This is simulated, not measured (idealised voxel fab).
The document below concerns the process module designated voxel wiring stack.
160 nm wide, 5 nm square cells: that's cross-section cut.
A cross-section in this document is a grid of square cells, and it is written down as bands, the top band listed before the ones below it; a band is made up of one or more rows of cells. A band entry consists of two parts. The first gives the height of the band's top and the height of its bottom, in nm. The rest lists the band's materials from left to right, each with its width in nm. A single material labelled with the word "edge to edge" fills the band from edge to edge, and the word "air" marks empty space. Heights from 0 (as-received wafer is one material below). Bottom band endless downward, as "from 0 down". Top row gets the first number, bottom row gets the second, and each row in between changes by the same step: that is how a band width like "30 to 40" works. Key: "no modifications" - step with no changed cell in the cross-section. Any empty space of 8 cells or more lacking an open way to the top shows up in "Voids lacking openings" as width x height at distance, distance from the left edge, in nm. Note: text after step settings on the step line = simulator remark on that step. For masked steps, "overlay nm" on the step line gives how far right of plan the mask actually lay; a minus sign means it lay to the left.
## Planned step list for the process
1. RECEIVE, material Si
2. CONFORMAL_DEP, material SiO2, thk nm 15
3. CONFORMAL_DEP, material SiN, thk nm 5
4. DIRECTIONAL_DEP, material SiO2, thk nm 25
5. PATTERN, tone open, mask id METAL_1, material resist, width nm 25, pitch nm 45, thk nm 15, overlay nm 0
6. DIRECTIONAL_ETCH, etch materials SiO2, depth nm 25
7. DIRECTIONAL_ETCH, etch materials SiN, depth nm 5
8. STRIP, etch materials resist
9. CONFORMAL_DEP, material TiN, thk nm 5
10. FILL_DEP, material Ru, thk nm 10
11. CMP, height nm 45
12. CONFORMAL_DEP, material SiCN, thk nm 5
13. DIRECTIONAL_DEP, material SiO2, thk nm 30
14. MASKED_ETCH, tone open, mask id METAL_2, width nm 25, pitch nm 45, etch materials SiO2, depth nm 20, overlay nm 0
15. PATTERN, tone open, mask id METAL_2_HOLES, material resist, width nm 15, thk nm 20, overlay nm 0
16. DIRECTIONAL_ETCH, etch materials SiO2, depth nm 10
17. DIRECTIONAL_ETCH, etch materials SiCN, depth nm 5
18. STRIP, etch materials resist
19. CONFORMAL_DEP, material TiN, thk nm 5
20. FILL_DEP, material Cu, thk nm 10
21. CMP, height nm 80
22. CONFORMAL_DEP, material SiCN, thk nm 5
23. DIRECTIONAL_DEP, material lowk, thk nm 10
24. MASKED_ETCH, tone open, mask id PLUG_2, width nm 15, etch materials lowk, depth nm 10, overlay nm 0
25. MASKED_ETCH, tone open, mask id PLUG_2, width nm 15, etch materials SiCN, depth nm 5, overlay nm 0
26. CONFORMAL_DEP, material TiN, thk nm 5
27. FILL_DEP, material Cu, thk nm 5
28. CMP, height nm 95
29. CONFORMAL_DEP, material SiCN, thk nm 5
30. DIRECTIONAL_DEP, material SiO2, thk nm 20
31. MASKED_ETCH, tone open, mask id METAL_3, width nm 25, pitch nm 45, etch materials SiO2, depth nm 20, overlay nm 0
32. MASKED_ETCH, tone open, mask id METAL_3, width nm 25, pitch nm 45, etch materials SiCN, depth nm 5, overlay nm 0
33. CONFORMAL_DEP, material TiN, thk nm 5
34. FILL_DEP, material Cu, thk nm 5
35. CMP, height nm 120
36. CONFORMAL_DEP, material SiCN, thk nm 5
## Received-state cross-section, reflecting completion of step 1
	from 0 down = Si edge to edge
	Voids lacking openings: none
## The cross-section shown corresponds to the wafer at the conclusion of the module. The initial structure and the process plan are those presented above; however, one mistake occurred in executing the plan
	from 125 to 120 = SiCN edge to edge
	from 120 to 115 = 45 of SiCN / 25 of TiN / 20 of SiCN / 25 of TiN / 45 of SiCN
	from 115 to 95 = SiO2 edge to edge
	from 95 to 85 = 45 of lowk / 5 of TiN / 5 of Cu / 5 of TiN / 100 of lowk
	from 85 to 80 = 45 of SiCN / 15 of TiN / 100 of SiCN
	from 80 to 65 = 45 of SiO2 / 5 of TiN / 15 of Cu / 5 of TiN / 20 of SiO2 / 5 of TiN / 15 of Cu / 5 of TiN / 45 of SiO2
	from 65 to 60 = 45 of SiO2 / 5 of TiN / 5 of Cu / 15 of TiN / 20 of SiO2 / 25 of TiN / 45 of SiO2
	from 60 to 50 = 45 of SiO2 / 5 of TiN / 5 of Cu / 5 of TiN / 100 of SiO2
	from 50 to 45 = 45 of SiCN / 15 of TiN / 100 of SiCN
	from 45 to 20 = 45 of SiO2 / 5 of TiN / 15 of Ru / 5 of TiN / 20 of SiO2 / 5 of TiN / 15 of Ru / 5 of TiN / 45 of SiO2
	from 20 to 15 = 45 of SiN / 25 of TiN / 20 of SiN / 25 of TiN / 45 of SiN
	from 15 to 0 = SiO2 edge to edge
	from 0 down = Si edge to edge
	Voids lacking openings: none
It is concluded that the wafer was processed incorrectly with respect to the plan, in that step 30 occupied the plan position of step 29, and the converse holds as well
